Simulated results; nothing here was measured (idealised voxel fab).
Process module, titled voxel gate over fins
We display cut, a cross-section 220 nm in width whose square cells are each 5 nm.
Cross-section format: a grid of square cells, given as bands from top to bottom; each band is one or more rows of cells.
Band: top height; bottom height; in nm. Then, left to right: material with width in nm, for each material. "full width": a single material spanning edge to edge. "air": empty space.
Heights from 0 (as-received wafer is one material below). Bottom band endless downward, as "0 nm and below".
Top row gets the first number, bottom row gets the second, and each row in between changes by the same step: that is how a band width like "30->40" works.
"no change occurred" for a step: no cell of the cross-section changed in that step.
Closed empty spaces (no open way to the top) of 8 cells or more are what "Closed internal cavities" lists, each as width x height at distance from the left edge, nm for all three.
after a step's settings: what the simulator itself notes on the step
"overlay nm" on a masked step: distance the mask lay right of its planned place, negative for left.
This section lists the process steps that were planned
- 1: RECEIVE, material Si
- 2: CONFORMAL_DEP, material SiN, thk nm 5
- 3: DIRECTIONAL_DEP, material aC, thk nm 10
- 4: PATTERN, tone cover, mask id FINS, material resist, width nm 15, pitch nm 40, thk nm 25, overlay nm 0
- 5: DIRECTIONAL_ETCH, etch materials aC, depth nm 10
- 6: STRIP, etch materials resist
- 7: DIRECTIONAL_ETCH, etch materials SiN, depth nm 5
- 8: DIRECTIONAL_ETCH, etch materials Si, depth nm 30
- 9: STRIP, etch materials aC
- 10: FILL_DEP, material SiO2, thk nm 10
- 11: CMP, height nm 5
- 12: SELECTIVE_ETCH, etch materials SiO2, depth nm 20
- 13: STRIP, etch materials SiN
- 14: CONFORMAL_DEP, material HfO2, thk nm 5
- 15: CONFORMAL_DEP, material TiN, thk nm 5
- 16: FILL_DEP, material W, thk nm 15
- 17: CMP, height nm 20
- 18: CONFORMAL_DEP, material SiN, thk nm 5
Same starting wafers, different width nm at step 4. Plan value belongs to the first wafer.
The first of several wafers, as received after step 1, seen in section
  0 nm and below  Si full width
  Closed internal cavities: none
First wafer of several, cross-section, module end, after step 18 (last)
  25 nm to 20 nm  SiN full width
  20 nm to 10 nm  W full width
  10 nm to 5 nm  W (70) | TiN (35) | W (5) | TiN (35) | W (75)
  5 nm to 0 nm  W (70) | TiN (5) | HfO2 (25) | TiN (5) | W (5) | TiN (5) | HfO2 (25) | TiN (5) | W (75)
  0 nm to -5 nm  W (70) | TiN (5) | HfO2 (5) | Si (15) | HfO2 (5) | TiN (5) | W (5) | TiN (5) | HfO2 (5) | Si (15) | HfO2 (5) | TiN (5) | W (75)
  -5 nm to -10 nm  TiN (75) | HfO2 (5) | Si (15) | HfO2 (5) | TiN (15) | HfO2 (5) | Si (15) | HfO2 (5) | TiN (80)
  -10 nm to -15 nm  HfO2 (80) | Si (15) | HfO2 (25) | Si (15) | HfO2 (85)
  -15 nm to -30 nm  SiO2 (80) | Si (15) | SiO2 (25) | Si (15) | SiO2 (85)
  -30 nm and below  Si full width
  Closed internal cavities: none
Cross-section, last wafer, module completion
  25 nm to 20 nm  SiN full width
  20 nm to 10 nm  W full width
  10 nm to 5 nm  W (65) | TiN (85) | W (70)
  5 nm to 0 nm  W (65) | TiN (5) | HfO2 (35) | TiN (5) | HfO2 (35) | TiN (5) | W (70)
  0 nm to -5 nm  W (65) | TiN (5) | HfO2 (5) | Si (25) | HfO2 (5) | TiN (5) | HfO2 (5) | Si (25) | HfO2 (5) | TiN (5) | W (70)
  -5 nm to -10 nm  TiN (70) | HfO2 (5) | Si (25) | HfO2 (5) | TiN (5) | HfO2 (5) | Si (25) | HfO2 (5) | TiN (75)
  -10 nm to -15 nm  HfO2 (75) | Si (25) | HfO2 (15) | Si (25) | HfO2 (80)
  -15 nm to -30 nm  SiO2 (75) | Si (25) | SiO2 (15) | Si (25) | SiO2 (80)
  -30 nm and below  Si full width
  Closed internal cavities: none
Quick key for the table: a row per wafer, taken at the end of the module. For each material it tells you how many cells the wafer gained (+) or lost (-) since it came in, and the closed voids come after
width nm 15, +56 HfO2, -228 Si, +44 SiN, +114 SiO2, +56 TiN, +178 W, Closed internal cavities: none
width nm 20, +56 HfO2, -216 Si, +44 SiN, +108 SiO2, +56 TiN, +172 W, Closed internal cavities: none
width nm 25, +56 HfO2, -204 Si, +44 SiN, +102 SiO2, +53 TiN, +169 W, Closed internal cavities: none
